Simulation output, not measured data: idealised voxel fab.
Presented below is a process module, voxel capacitor over wiring.
Square cells of 5 nm make up the cross-section cut, whose width is 190 nm.
Cross-section format: a grid of square cells, given as bands from top to bottom; each band is one or more rows of cells. Each band's line starts with the height of the band's top and of its bottom, in nm. Then come its materials from left to right, each with its width in nm. One material with "edge to edge" fills the band from edge to edge. "air" is empty space. A quick word on heights: they are counted from 0, and under that level the wafer as it came to us is one material throughout. The lowest band is different from the rest in having no bottom; it simply continues downward, written as in "0 -> down". Read "30 to 40" as a graded width: first number on top, second number at the bottom, same change between each pair of neighbouring rows. Any step labelled "remained the same" changed none of the cells in the cross-section. Basically, "Closed voids list" tells you about the enclosed voids: empty spaces with no open way to the top, 8 cells or bigger, each written width x height at distance, where distance is from the left edge, all in nm. It should be noted that, on the line of a given step, the content following the step's settings is a remark produced by the simulator itself with respect to that step. "overlay nm" denotes, for a step that has a mask, the displacement of the mask to the right of its planned place, with negative values corresponding to the left.

### The following list gives the planned process steps
1,op RECEIVE | material Si
2,op CONFORMAL_DEP | material SiO2 | thk nm 10
3,op CONFORMAL_DEP | material SiN | thk nm 5
4,op DIRECTIONAL_DEP | material lowk | thk nm 25
5,op PATTERN | tone open | mask id METAL_1 | material resist | width nm 30 | pitch nm 80 | thk nm 20 | overlay nm 0
6,op DIRECTIONAL_ETCH | etch materials lowk | depth nm 25
7,op DIRECTIONAL_ETCH | etch materials SiN | depth nm 5
8,op STRIP | etch materials resist
9,op CONFORMAL_DEP | material TiN | thk nm 5
10,op FILL_DEP | material Cu | thk nm 5
11,op CMP | height nm 40
12,op CONFORMAL_DEP | material SiCN | thk nm 5
13,op DIRECTIONAL_DEP | material lowk | thk nm 10
14,op MASKED_ETCH | tone open | mask id PLUG_1 | width nm 15 | etch materials lowk | depth nm 10 | overlay nm 0
15,op MASKED_ETCH | tone open | mask id PLUG_1 | width nm 15 | etch materials SiCN | depth nm 5 | overlay nm 0
16,op CONFORMAL_DEP | material TiN | thk nm 5
17,op FILL_DEP | material Ru | thk nm 10
18,op CMP | height nm 55
19,op DIRECTIONAL_DEP | material TiN | thk nm 5
20,op DIRECTIONAL_DEP | material SiN | thk nm 5
21,op DIRECTIONAL_DEP | material TiN | thk nm 10
22,op MASKED_ETCH | tone cover | mask id UPPER_PLATE | width nm 55 | etch materials TiN | depth nm 10 | overlay nm 0
23,op MASKED_ETCH | tone cover | mask id UPPER_PLATE | width nm 55 | etch materials SiN | depth nm 5 | overlay nm 0
24,op MASKED_ETCH | tone cover | mask id LOWER_PLATE | width nm 65 | etch materials TiN | depth nm 5 | overlay nm 0
25,op FILL_DEP | material SiO2 | thk nm 15
26,op CMP | height nm 85
27,op MASKED_ETCH | tone open | mask id PLUG_2 | width nm 15 | etch materials SiO2 | depth nm 10 | overlay nm 0
28,op CONFORMAL_DEP | material TiN | thk nm 5
29,op FILL_DEP | material Ru | thk nm 10
30,op CMP | height nm 85
31,op CONFORMAL_DEP | material SiN | thk nm 5

### Below: the first of two wafers, run as planned

### Incoming wafer, cross-sectional view, post step 1
* 0 -> down: Si edge to edge
* Closed voids list: none

### Take a look at the wafer's cross-section after step 2
* 10 -> 0: SiO2 edge to edge
* Below 0 it's all the same as before, nothing changed down there.

### Take a look at the wafer's cross-section after step 3
* 15 -> 10: SiN edge to edge
* Below 10 it's all the same as before, nothing changed down there.

### Take a look at the wafer's cross-section after step 4
* 40 -> 15: lowk edge to edge
* Below 15 it's all the same as before, nothing changed down there.

### Take a look at the wafer's cross-section after step 5
* 60 -> 40: resist (40), air (30), resist (50), air (30), resist (40)
* Below 40 it's all the same as before, nothing changed down there.

### Take a look at the wafer's cross-section after step 6
* 60 -> 40: resist (40), air (30), resist (50), air (30), resist (40)
* 40 -> 15: lowk (40), air (30), lowk (50), air (30), lowk (40)
* Below 15 it's all the same as before, nothing changed down there.

### Take a look at the wafer's cross-section after step 7
* 60 -> 40: resist (40), air (30), resist (50), air (30), resist (40)
* 40 -> 15: lowk (40), air (30), lowk (50), air (30), lowk (40)
* 15 -> 10: SiN (40), air (30), SiN (50), air (30), SiN (40)
* Below 10 it's all the same as before, nothing changed down there.

### Take a look at the wafer's cross-section after step 8
* 40 -> 15: lowk (40), air (30), lowk (50), air (30), lowk (40)
* Below 15 it's all the same as before, nothing changed down there.

### Take a look at the wafer's cross-section after step 9
* 45 -> 40: TiN (45), air (20), TiN (60), air (20), TiN (45)
* 40 -> 15: lowk (40), TiN (5), air (20), TiN (5), lowk (50), TiN (5), air (20), TiN (5), lowk (40)
* 15 -> 10: SiN (40), TiN (30), SiN (50), TiN (30), SiN (40)
* Below 10 it's all the same as before, nothing changed down there.

### Take a look at the wafer's cross-section after step 10
* 50 -> 45: Cu edge to edge
* 45 -> 40: TiN (45), Cu (20), TiN (60), Cu (20), TiN (45)
* 40 -> 15: lowk (40), TiN (5), Cu (20), TiN (5), lowk (50), TiN (5), Cu (20), TiN (5), lowk (40)
* Below 15 it's all the same as before, nothing changed down there.

### Take a look at the wafer's cross-section after step 11
* 40 -> 15: lowk (40), TiN (5), Cu (20), TiN (5), lowk (50), TiN (5), Cu (20), TiN (5), lowk (40)
* Below 15 it's all the same as before, nothing changed down there.

### Take a look at the wafer's cross-section after step 12
* 45 -> 40: SiCN edge to edge
* Below 40 it's all the same as before, nothing changed down there.

### Take a look at the wafer's cross-section after step 13
* 55 -> 45: lowk edge to edge
* Below 45 it's all the same as before, nothing changed down there.

### Take a look at the wafer's cross-section after step 14
* 55 -> 45: lowk (55), air (15), lowk (120)
* Below 45 it's all the same as before, nothing changed down there.

### Take a look at the wafer's cross-section after step 15
* 55 -> 45: lowk (55), air (15), lowk (120)
* 45 -> 40: SiCN (55), air (15), SiCN (120)
* Below 40 it's all the same as before, nothing changed down there.

### Take a look at the wafer's cross-section after step 16
* 60 -> 55: TiN (60), air (5), TiN (125)
* 55 -> 45: lowk (55), TiN (5), air (5), TiN (5), lowk (120)
* 45 -> 40: SiCN (55), TiN (15), SiCN (120)
* Below 40 it's all the same as before, nothing changed down there.

### Take a look at the wafer's cross-section after step 17
* 70 -> 60: Ru edge to edge
* 60 -> 55: TiN (60), Ru (5), TiN (125)
* 55 -> 45: lowk (55), TiN (5), Ru (5), TiN (5), lowk (120)
* Below 45 it's all the same as before, nothing changed down there.

### Take a look at the wafer's cross-section after step 18
* 55 -> 45: lowk (55), TiN (5), Ru (5), TiN (5), lowk (120)
* Below 45 it's all the same as before, nothing changed down there.

### Take a look at the wafer's cross-section after step 19
* 60 -> 55: TiN edge to edge
* Below 55 it's all the same as before, nothing changed down there.

### Take a look at the wafer's cross-section after step 20
* 65 -> 60: SiN edge to edge
* Below 60 it's all the same as before, nothing changed down there.

### Take a look at the wafer's cross-section after step 21
* 75 -> 65: TiN edge to edge
* Below 65 it's all the same as before, nothing changed down there.

### Take a look at the wafer's cross-section after step 22
* 75 -> 65: air (55), TiN (55), air (80)
* Below 65 it's all the same as before, nothing changed down there.

### Take a look at the wafer's cross-section after step 23
* 75 -> 65: air (55), TiN (55), air (80)
* 65 -> 60: air (55), SiN (55), air (80)
* Below 60 it's all the same as before, nothing changed down there.

### Take a look at the wafer's cross-section after step 24
* 75 -> 65: air (55), TiN (55), air (80)
* 65 -> 60: air (55), SiN (55), air (80)
* 60 -> 55: air (50), TiN (65), air (75)
* Below 55 it's all the same as before, nothing changed down there.

### Take a look at the wafer's cross-section after step 25
* 90 -> 75: SiO2 edge to edge
* 75 -> 65: SiO2 (55), TiN (55), SiO2 (80)
* 65 -> 60: SiO2 (55), SiN (55), SiO2 (80)
* 60 -> 55: SiO2 (50), TiN (65), SiO2 (75)
* Below 55 it's all the same as before, nothing changed down there.

### Take a look at the wafer's cross-section after step 26
* 85 -> 75: SiO2 edge to edge
* Below 75 it's all the same as before, nothing changed down there.

### Take a look at the wafer's cross-section after step 27
* 85 -> 75: SiO2 (65), air (15), SiO2 (110)
* Below 75 it's all the same as before, nothing changed down there.

### Take a look at the wafer's cross-section after step 28
* 90 -> 85: TiN (70), air (5), TiN (115)
* 85 -> 80: SiO2 (65), TiN (5), air (5), TiN (5), SiO2 (110)
* 80 -> 75: SiO2 (65), TiN (15), SiO2 (110)
* Below 75 it's all the same as before, nothing changed down there.

### Take a look at the wafer's cross-section after step 29
* 100 -> 90: Ru edge to edge
* 90 -> 85: TiN (70), Ru (5), TiN (115)
* 85 -> 80: SiO2 (65), TiN (5), Ru (5), TiN (5), SiO2 (110)
* Below 80 it's all the same as before, nothing changed down there.

### Take a look at the wafer's cross-section after step 30
* 85 -> 80: SiO2 (65), TiN (5), Ru (5), TiN (5), SiO2 (110)
* Below 80 it's all the same as before, nothing changed down there.

### Take a look at the wafer's cross-section after step 31
* 90 -> 85: SiN edge to edge
* Below 85 it's all the same as before, nothing changed down there.

### Second wafer, same starting conditions and recipe as the first, one mistake in executing it, nothing differs from the first up to and including step 2

### Cross-section: second wafer, time at which step 3 was scheduled to end
* 25 -> 10: SiN edge to edge
* Below 10 it's all the same as before, nothing changed down there.

### Cross-section: second wafer, time at which step 4 was scheduled to end
* 50 -> 25: lowk edge to edge
* Below 25 it's all the same as before, nothing changed down there.

### Cross-section: second wafer, time at which step 5 was scheduled to end
* 70 -> 50: resist (40), air (30), resist (50), air (30), resist (40)
* Below 50 it's all the same as before, nothing changed down there.

### Cross-section: second wafer, time at which step 6 was scheduled to end
* 70 -> 50: resist (40), air (30), resist (50), air (30), resist (40)
* 50 -> 25: lowk (40), air (30), lowk (50), air (30), lowk (40)
* Below 25 it's all the same as before, nothing changed down there.

### Cross-section: second wafer, time at which step 7 was scheduled to end
* 70 -> 50: resist (40), air (30), resist (50), air (30), resist (40)
* 50 -> 25: lowk (40), air (30), lowk (50), air (30), lowk (40)
* 25 -> 20: SiN (40), air (30), SiN (50), air (30), SiN (40)
* Below 20 it's all the same as before, nothing changed down there.

### Cross-section: second wafer, time at which step 8 was scheduled to end
* 50 -> 25: lowk (40), air (30), lowk (50), air (30), lowk (40)
* Below 25 it's all the same as before, nothing changed down there.

### Cross-section: second wafer, time at which step 9 was scheduled to end
* 55 -> 50: TiN (45), air (20), TiN (60), air (20), TiN (45)
* 50 -> 25: lowk (40), TiN (5), air (20), TiN (5), lowk (50), TiN (5), air (20), TiN (5), lowk (40)
* 25 -> 20: SiN (40), TiN (30), SiN (50), TiN (30), SiN (40)
* Below 20 it's all the same as before, nothing changed down there.

### Cross-section: second wafer, time at which step 10 was scheduled to end
* 60 -> 55: Cu edge to edge
* 55 -> 50: TiN (45), Cu (20), TiN (60), Cu (20), TiN (45)
* 50 -> 25: lowk (40), TiN (5), Cu (20), TiN (5), lowk (50), TiN (5), Cu (20), TiN (5), lowk (40)
* Below 25 it's all the same as before, nothing changed down there.

### Cross-section: second wafer, time at which step 11 was scheduled to end
* 40 -> 25: lowk (40), TiN (5), Cu (20), TiN (5), lowk (50), TiN (5), Cu (20), TiN (5), lowk (40)
* Below 25 it's all the same as before, nothing changed down there.

### Cross-section: second wafer, time at which step 12 was scheduled to end
* 45 -> 40: SiCN edge to edge
* Below 40 it's all the same as before, nothing changed down there.

### Cross-section: second wafer, time at which step 13 was scheduled to end
* 55 -> 45: lowk edge to edge
* Below 45 it's all the same as before, nothing changed down there.

### Cross-section: second wafer, time at which step 14 was scheduled to end
* 55 -> 45: lowk (55), air (15), lowk (120)
* Below 45 it's all the same as before, nothing changed down there.

### Cross-section: second wafer, time at which step 15 was scheduled to end
* 55 -> 45: lowk (55), air (15), lowk (120)
* 45 -> 40: SiCN (55), air (15), SiCN (120)
* Below 40 it's all the same as before, nothing changed down there.

### Cross-section: second wafer, time at which step 16 was scheduled to end
* 60 -> 55: TiN (60), air (5), TiN (125)
* 55 -> 45: lowk (55), TiN (5), air (5), TiN (5), lowk (120)
* 45 -> 40: SiCN (55), TiN (15), SiCN (120)
* Below 40 it's all the same as before, nothing changed down there.

### Cross-section: second wafer, time at which step 17 was scheduled to end
* 70 -> 60: Ru edge to edge
* 60 -> 55: TiN (60), Ru (5), TiN (125)
* 55 -> 45: lowk (55), TiN (5), Ru (5), TiN (5), lowk (120)
* Below 45 it's all the same as before, nothing changed down there.

### Cross-section: second wafer, time at which step 18 was scheduled to end
* 55 -> 45: lowk (55), TiN (5), Ru (5), TiN (5), lowk (120)
* Below 45 it's all the same as before, nothing changed down there.

### Cross-section: second wafer, time at which step 19 was scheduled to end
* 60 -> 55: TiN edge to edge
* Below 55 it's all the same as before, nothing changed down there.

### Cross-section: second wafer, time at which step 20 was scheduled to end
* 65 -> 60: SiN edge to edge
* Below 60 it's all the same as before, nothing changed down there.

### Cross-section: second wafer, time at which step 21 was scheduled to end
* 75 -> 65: TiN edge to edge
* Below 65 it's all the same as before, nothing changed down there.

### Cross-section: second wafer, time at which step 22 was scheduled to end
* 75 -> 65: air (55), TiN (55), air (80)
* Below 65 it's all the same as before, nothing changed down there.

### Cross-section: second wafer, time at which step 23 was scheduled to end
* 75 -> 65: air (55), TiN (55), air (80)
* 65 -> 60: air (55), SiN (55), air (80)
* Below 60 it's all the same as before, nothing changed down there.

### Cross-section: second wafer, time at which step 24 was scheduled to end
* 75 -> 65: air (55), TiN (55), air (80)
* 65 -> 60: air (55), SiN (55), air (80)
* 60 -> 55: air (50), TiN (65), air (75)
* Below 55 it's all the same as before, nothing changed down there.

### Cross-section: second wafer, time at which step 25 was scheduled to end
* 90 -> 75: SiO2 edge to edge
* 75 -> 65: SiO2 (55), TiN (55), SiO2 (80)
* 65 -> 60: SiO2 (55), SiN (55), SiO2 (80)
* 60 -> 55: SiO2 (50), TiN (65), SiO2 (75)
* Below 55 it's all the same as before, nothing changed down there.

### Cross-section: second wafer, time at which step 26 was scheduled to end
* 85 -> 75: SiO2 edge to edge
* Below 75 it's all the same as before, nothing changed down there.

### Cross-section: second wafer, time at which step 27 was scheduled to end
* 85 -> 75: SiO2 (65), air (15), SiO2 (110)
* Below 75 it's all the same as before, nothing changed down there.

### Cross-section: second wafer, time at which step 28 was scheduled to end
* 90 -> 85: TiN (70), air (5), TiN (115)
* 85 -> 80: SiO2 (65), TiN (5), air (5), TiN (5), SiO2 (110)
* 80 -> 75: SiO2 (65), TiN (15), SiO2 (110)
* Below 75 it's all the same as before, nothing changed down there.

### Cross-section: second wafer, time at which step 29 was scheduled to end
* 100 -> 90: Ru edge to edge
* 90 -> 85: TiN (70), Ru (5), TiN (115)
* 85 -> 80: SiO2 (65), TiN (5), Ru (5), TiN (5), SiO2 (110)
* Below 80 it's all the same as before, nothing changed down there.

### Cross-section: second wafer, time at which step 30 was scheduled to end
* 85 -> 80: SiO2 (65), TiN (5), Ru (5), TiN (5), SiO2 (110)
* Below 80 it's all the same as before, nothing changed down there.

### Cross-section: second wafer, time at which step 31 was scheduled to end
* 90 -> 85: SiN edge to edge
* Below 85 it's all the same as before, nothing changed down there.
Deviation from plan: rather than as planned, step 3 actually ran as op CONFORMAL_DEP | material SiN | thk nm 15
The final cell counts differ between the wafers, with the second having more or fewer of some materials than the first: -16 Cu | +76 SiN | -8 TiN | -52 lowk
